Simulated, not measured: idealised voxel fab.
Herein follows the process module entitled voxel spacer lines.
Square cell edge 5 nm, section width 225 nm, ID cut.
Think of the cross-section as a grid of square cells. We describe it in bands, top to bottom, and each band covers one or more rows of those cells.
For a band, the entry starts with two heights in nm, that of the top and then that of the bottom, and carries on with the band's materials in order from left to right, each alongside its width in nm; the word "everywhere" beside a single material means it fills the band edge to edge, and "blank" means empty space.
We count height from 0. Below that, the starting wafer is all one material. The lowest band never ends at the bottom but goes on down; see "z 0 and below" for how that is written.
Read "30..40" as a graded width: first number on top, second number at the bottom, same change between each pair of neighbouring rows.
"same as before", as given for a step, is the statement that not any cell of the cross-section underwent a change during that step.
The label "Closed internal cavities" introduces a list of the empty spaces, 8 cells or larger, that have no open way up to the top; each entry in it reads width x height at distance, where the distance is taken from the left edge and all three are stated in nm.
On each step's line, the part that comes after the settings is the simulator's own comment on the step.
What "overlay nm" on a step's line means: if the step has a mask, that mask lay this far to the right of its planned place, or, when the value is negative, to the left.
[Steps planned for the process]
1: RECEIVE: material Si
2: CONFORMAL_DEP: material Al2O3, thk nm 10
3: DIRECTIONAL_DEP: material TiN, thk nm 10
4: DIRECTIONAL_DEP: material aC, thk nm 25
5: PATTERN: tone cover, mask id MANDREL, material resist, width nm 25, pitch nm 70, thk nm 35, overlay nm 0
6: DIRECTIONAL_ETCH: etch materials aC, depth nm 25
7: STRIP: etch materials resist
8: CONFORMAL_DEP: material SiO2, thk nm 10
9: DIRECTIONAL_ETCH: etch materials SiO2, depth nm 10
10: STRIP: etch materials aC
11: DIRECTIONAL_ETCH: etch materials TiN, depth nm 10
12: STRIP: etch materials SiO2
13: FILL_DEP: material lowk, thk nm 10
14: CMP: height nm 20
[Account of the first of two wafers, which was processed as intended]
[Cross-section of the wafer upon arrival, representing the state reached after step 1]
    z 0 and below: Si everywhere
    Closed internal cavities: none
[Cross-sectional representation of the wafer at the conclusion of step 2]
    z 10 to 0: Al2O3 everywhere
    Unchanged below 0.
[Cross-sectional representation of the wafer at the conclusion of step 3]
    z 20 to 10: TiN everywhere
    Unchanged below 10.
[Cross-sectional representation of the wafer at the conclusion of step 4]
    z 45 to 20: aC everywhere
    Unchanged below 20.
[Cross-sectional representation of the wafer at the conclusion of step 5]
    z 80 to 45: blank: 30, resist: 25, blank: 45, resist: 25, blank: 45, resist: 25, blank: 30
    Unchanged below 45.
[Cross-sectional representation of the wafer at the conclusion of step 6]
    z 55 to 45: blank: 30, resist: 25, blank: 45, resist: 25, blank: 45, resist: 25, blank: 30
    z 45 to 20: blank: 30, aC: 25, blank: 45, aC: 25, blank: 45, aC: 25, blank: 30
    Unchanged below 20.
[Cross-sectional representation of the wafer at the conclusion of step 7]
    z 45 to 20: blank: 30, aC: 25, blank: 45, aC: 25, blank: 45, aC: 25, blank: 30
    Unchanged below 20.
[Cross-sectional representation of the wafer at the conclusion of step 8]
    z 55 to 45: blank: 20, SiO2: 45, blank: 25, SiO2: 45, blank: 25, SiO2: 45, blank: 20
    z 45 to 30: blank: 20, SiO2: 10, aC: 25, SiO2: 10, blank: 25, SiO2: 10, aC: 25, SiO2: 10, blank: 25, SiO2: 10, aC: 25, SiO2: 10, blank: 20
    z 30 to 20: SiO2: 30, aC: 25, SiO2: 45, aC: 25, SiO2: 45, aC: 25, SiO2: 30
    Unchanged below 20.
[Cross-sectional representation of the wafer at the conclusion of step 9]
    z 45 to 20: blank: 20, SiO2: 10, aC: 25, SiO2: 10, blank: 25, SiO2: 10, aC: 25, SiO2: 10, blank: 25, SiO2: 10, aC: 25, SiO2: 10, blank: 20
    Unchanged below 20.
[Cross-sectional representation of the wafer at the conclusion of step 10]
    z 45 to 20: blank: 20, SiO2: 10, blank: 25, SiO2: 10, blank: 25, SiO2: 10, blank: 25, SiO2: 10, blank: 25, SiO2: 10, blank: 25, SiO2: 10, blank: 20
    Unchanged below 20.
[Cross-sectional representation of the wafer at the conclusion of step 11]
    z 45 to 20: blank: 20, SiO2: 10, blank: 25, SiO2: 10, blank: 25, SiO2: 10, blank: 25, SiO2: 10, blank: 25, SiO2: 10, blank: 25, SiO2: 10, blank: 20
    z 20 to 10: blank: 20, TiN: 10, blank: 25, TiN: 10, blank: 25, TiN: 10, blank: 25, TiN: 10, blank: 25, TiN: 10, blank: 25, TiN: 10, blank: 20
    Unchanged below 10.
[Cross-sectional representation of the wafer at the conclusion of step 12]
    z 20 to 10: blank: 20, TiN: 10, blank: 25, TiN: 10, blank: 25, TiN: 10, blank: 25, TiN: 10, blank: 25, TiN: 10, blank: 25, TiN: 10, blank: 20
    Unchanged below 10.
[Cross-sectional representation of the wafer at the conclusion of step 13]
    z 30 to 20: lowk everywhere
    z 20 to 10: lowk: 20, TiN: 10, lowk: 25, TiN: 10, lowk: 25, TiN: 10, lowk: 25, TiN: 10, lowk: 25, TiN: 10, lowk: 25, TiN: 10, lowk: 20
    Unchanged below 10.
[Cross-sectional representation of the wafer at the conclusion of step 14]
    z 20 to 10: lowk: 20, TiN: 10, lowk: 25, TiN: 10, lowk: 25, TiN: 10, lowk: 25, TiN: 10, lowk: 25, TiN: 10, lowk: 25, TiN: 10, lowk: 20
    Unchanged below 10.
[Second wafer: same start and same plan as the first, one execution error; identical to the first through step 9]
[Second wafer at the planned finish of step 10, seen in cross-section]
    z 45 to 20: blank: 20, SiO2: 10, blank: 25, SiO2: 10, blank: 25, SiO2: 10, blank: 25, SiO2: 10, blank: 25, SiO2: 10, blank: 25, SiO2: 10, blank: 20
    Unchanged below 20.
[Second wafer at the planned finish of step 11, seen in cross-section]
    z 45 to 20: blank: 20, SiO2: 10, blank: 25, SiO2: 10, blank: 25, SiO2: 10, blank: 25, SiO2: 10, blank: 25, SiO2: 10, blank: 25, SiO2: 10, blank: 20
    z 20 to 10: blank: 20, TiN: 10, blank: 25, TiN: 10, blank: 25, TiN: 10, blank: 25, TiN: 10, blank: 25, TiN: 10, blank: 25, TiN: 10, blank: 20
    Unchanged below 10.
[Second wafer at the planned finish of step 12, seen in cross-section]
    z 20 to 10: blank: 20, TiN: 10, blank: 25, TiN: 10, blank: 25, TiN: 10, blank: 25, TiN: 10, blank: 25, TiN: 10, blank: 25, TiN: 10, blank: 20
    Unchanged below 10.
[Second wafer at the planned finish of step 13, seen in cross-section]
    z 30 to 20: lowk everywhere
    z 20 to 10: lowk: 20, TiN: 10, lowk: 25, TiN: 10, lowk: 25, TiN: 10, lowk: 25, TiN: 10, lowk: 25, TiN: 10, lowk: 25, TiN: 10, lowk: 20
    Unchanged below 10.
[Second wafer at the planned finish of step 14, seen in cross-section]
    z 20 to 10: lowk: 20, TiN: 10, lowk: 25, TiN: 10, lowk: 25, TiN: 10, lowk: 25, TiN: 10, lowk: 25, TiN: 10, lowk: 25, TiN: 10, lowk: 20
    Unchanged below 10.
Error vs. plan: yeah, plan step 10 got run twice
Result: same final cross-section on the two wafers, so no effect from the mistake in this model.
